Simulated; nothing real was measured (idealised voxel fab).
You're looking at the process module voxel double patterning.
Cross-section cut: width 240 nm, square cells of 5 nm.
Cross-section = grid of square cells, listed top down in bands; band = one or more rows.
It is stipulated that each band's entry specify, in nanometres, the height of the top of the band and then that of its bottom, followed by the materials of the band in left-to-right sequence, each together with its width in nanometres. A single material marked by the word "full width" is understood to fill the band from edge to edge; the word "air" is understood to denote empty space.
Convention: height 0 is the level below which the wafer, as received, is all one material. The lowest band does not terminate at the bottom but continues downward, represented as "from 0 down".
Width spec "30->40" -> top row of cells at first value, bottom row at second value, equal per-row change in between.
Take "nothing was modified" at face value: in the step it is given for, the cross-section changed in none of its cells.
The label "Sealed voids" introduces a list of the empty spaces, 8 cells or larger, that have no open way up to the top; each entry in it reads width x height at distance, where the distance is taken from the left edge and all three are stated in nm.
Text after the settings on a step's line: the simulator's own remark on that step.
If you see "overlay nm" on a step's line and that step has a mask, it's telling you how far right of where it was planned the mask ended up; a negative number means it went left instead.
This section lists the process steps that were planned
1 op RECEIVE | material Si
2 op CONFORMAL_DEP | material SiO2 | thk nm 5
3 op DIRECTIONAL_DEP | material polySi | thk nm 15
4 op DIRECTIONAL_DEP | material SiCN | thk nm 5
5 op MASKED_ETCH | tone open | mask id FIRST | width nm 15 | pitch nm 50 | etch materials SiCN | depth nm 5 | overlay nm 0
6 op DIRECTIONAL_DEP | material aC | thk nm 10
7 op PATTERN | tone open | mask id SECOND | material resist | width nm 15 | pitch nm 50 | thk nm 25 | overlay nm 0
8 op DIRECTIONAL_ETCH | etch materials aC | depth nm 10
9 op STRIP | etch materials resist
10 op DIRECTIONAL_ETCH | etch materials SiCN | depth nm 5
11 op STRIP | etch materials aC
12 op DIRECTIONAL_ETCH | etch materials polySi | depth nm 15
13 op STRIP | etch materials SiCN
On the first of the two wafers: run conducted according to plan
Incoming wafer, cross-sectional view, post step 1
- from 0 down = Si full width
- Sealed voids: none
Cross-section: wafer state after step 2
- from 5 to 0 = SiO2 full width
- At heights below 0, the structure remains unaltered.
Cross-section: wafer state after step 3
- from 20 to 5 = polySi full width
- At heights below 5, the structure remains unaltered.
Cross-section: wafer state after step 4
- from 25 to 20 = SiCN full width
- At heights below 20, the structure remains unaltered.
Cross-section: wafer state after step 5
- from 25 to 20 = SiCN=60, air=15, SiCN=35, air=15, SiCN=35, air=15, SiCN=65
- At heights below 20, the structure remains unaltered.
Cross-section: wafer state after step 6
- from 35 to 30 = aC=60, air=15, aC=35, air=15, aC=35, air=15, aC=65
- from 30 to 25 = aC full width
- from 25 to 20 = SiCN=60, aC=15, SiCN=35, aC=15, SiCN=35, aC=15, SiCN=65
- At heights below 20, the structure remains unaltered.
Cross-section: wafer state after step 7
- from 60 to 35 = resist=85, air=15, resist=35, air=15, resist=90
- from 35 to 30 = aC=60, resist=15, aC=35, resist=15, aC=35, resist=15, aC=65
- At heights below 30, the structure remains unaltered.
Cross-section: wafer state after step 8
- from 50 to 35 = resist=85, air=15, resist=35, air=15, resist=90
- from 35 to 30 = aC=60, resist=15, aC=10, air=15, aC=10, resist=15, aC=10, air=15, aC=10, resist=15, aC=65
- from 30 to 25 = aC=85, air=15, aC=35, air=15, aC=90
- At heights below 25, the structure remains unaltered.
Cross-section: wafer state after step 9
- from 35 to 30 = aC=60, air=15, aC=10, air=15, aC=10, air=15, aC=10, air=15, aC=10, air=15, aC=65
- At heights below 30, the structure remains unaltered.
Cross-section: wafer state after step 10
- from 35 to 30 = aC=60, air=15, aC=10, air=15, aC=10, air=15, aC=10, air=15, aC=10, air=15, aC=65
- from 30 to 25 = aC=85, air=15, aC=35, air=15, aC=90
- from 25 to 20 = SiCN=60, aC=15, SiCN=10, air=15, SiCN=10, aC=15, SiCN=10, air=15, SiCN=10, aC=15, SiCN=65
- At heights below 20, the structure remains unaltered.
Cross-section: wafer state after step 11
- from 25 to 20 = SiCN=60, air=15, SiCN=10, air=15, SiCN=10, air=15, SiCN=10, air=15, SiCN=10, air=15, SiCN=65
- At heights below 20, the structure remains unaltered.
Cross-section: wafer state after step 12
- from 25 to 20 = SiCN=60, air=15, SiCN=10, air=15, SiCN=10, air=15, SiCN=10, air=15, SiCN=10, air=15, SiCN=65
- from 20 to 5 = polySi=60, air=15, polySi=10, air=15, polySi=10, air=15, polySi=10, air=15, polySi=10, air=15, polySi=65
- At heights below 5, the structure remains unaltered.
Cross-section: wafer state after step 13
- from 20 to 5 = polySi=60, air=15, polySi=10, air=15, polySi=10, air=15, polySi=10, air=15, polySi=10, air=15, polySi=65
- At heights below 5, the structure remains unaltered.
The Second Wafer: Common Origin and Plan, One Mistake in Execution, Identical to the First Through Step 4
Second wafer, cross-section, planned end of step 5
- from 25 to 20 = SiCN=55, air=15, SiCN=35, air=15, SiCN=35, air=15, SiCN=70
- At heights below 20, the structure remains unaltered.
Second wafer, cross-section, planned end of step 6
- from 35 to 30 = aC=55, air=15, aC=35, air=15, aC=35, air=15, aC=70
- from 30 to 25 = aC full width
- from 25 to 20 = SiCN=55, aC=15, SiCN=35, aC=15, SiCN=35, aC=15, SiCN=70
- At heights below 20, the structure remains unaltered.
Second wafer, cross-section, planned end of step 7
- from 60 to 35 = resist=85, air=15, resist=35, air=15, resist=90
- from 35 to 30 = aC=55, resist=15, aC=35, resist=15, aC=35, resist=15, aC=70
- At heights below 30, the structure remains unaltered.
Second wafer, cross-section, planned end of step 8
- from 50 to 35 = resist=85, air=15, resist=35, air=15, resist=90
- from 35 to 30 = aC=55, resist=15, aC=15, air=15, aC=5, resist=15, aC=15, air=15, aC=5, resist=15, aC=70
- from 30 to 25 = aC=85, air=15, aC=35, air=15, aC=90
- At heights below 25, the structure remains unaltered.
Second wafer, cross-section, planned end of step 9
- from 35 to 30 = aC=55, air=15, aC=15, air=15, aC=5, air=15, aC=15, air=15, aC=5, air=15, aC=70
- At heights below 30, the structure remains unaltered.
Second wafer, cross-section, planned end of step 10
- from 35 to 30 = aC=55, air=15, aC=15, air=15, aC=5, air=15, aC=15, air=15, aC=5, air=15, aC=70
- from 30 to 25 = aC=85, air=15, aC=35, air=15, aC=90
- from 25 to 20 = SiCN=55, aC=15, SiCN=15, air=15, SiCN=5, aC=15, SiCN=15, air=15, SiCN=5, aC=15, SiCN=70
- At heights below 20, the structure remains unaltered.
Second wafer, cross-section, planned end of step 11
- from 25 to 20 = SiCN=55, air=15, SiCN=15, air=15, SiCN=5, air=15, SiCN=15, air=15, SiCN=5, air=15, SiCN=70
- At heights below 20, the structure remains unaltered.
Second wafer, cross-section, planned end of step 12
- from 25 to 20 = SiCN=55, air=15, SiCN=15, air=15, SiCN=5, air=15, SiCN=15, air=15, SiCN=5, air=15, SiCN=70
- from 20 to 5 = polySi=55, air=15, polySi=15, air=15, polySi=5, air=15, polySi=15, air=15, polySi=5, air=15, polySi=70
- At heights below 5, the structure remains unaltered.
Second wafer, cross-section, planned end of step 13
- from 20 to 5 = polySi=55, air=15, polySi=15, air=15, polySi=5, air=15, polySi=15, air=15, polySi=5, air=15, polySi=70
- At heights below 5, the structure remains unaltered.
In executing the process, a mistake was made relative to the plan: step 5 off recipe, ran as op MASKED_ETCH | tone open | mask id FIRST | width nm 15 | pitch nm 50 | etch materials SiCN | depth nm 5 | overlay nm -5
Final wafers compared: equal cell tally per material, rearranged layout.
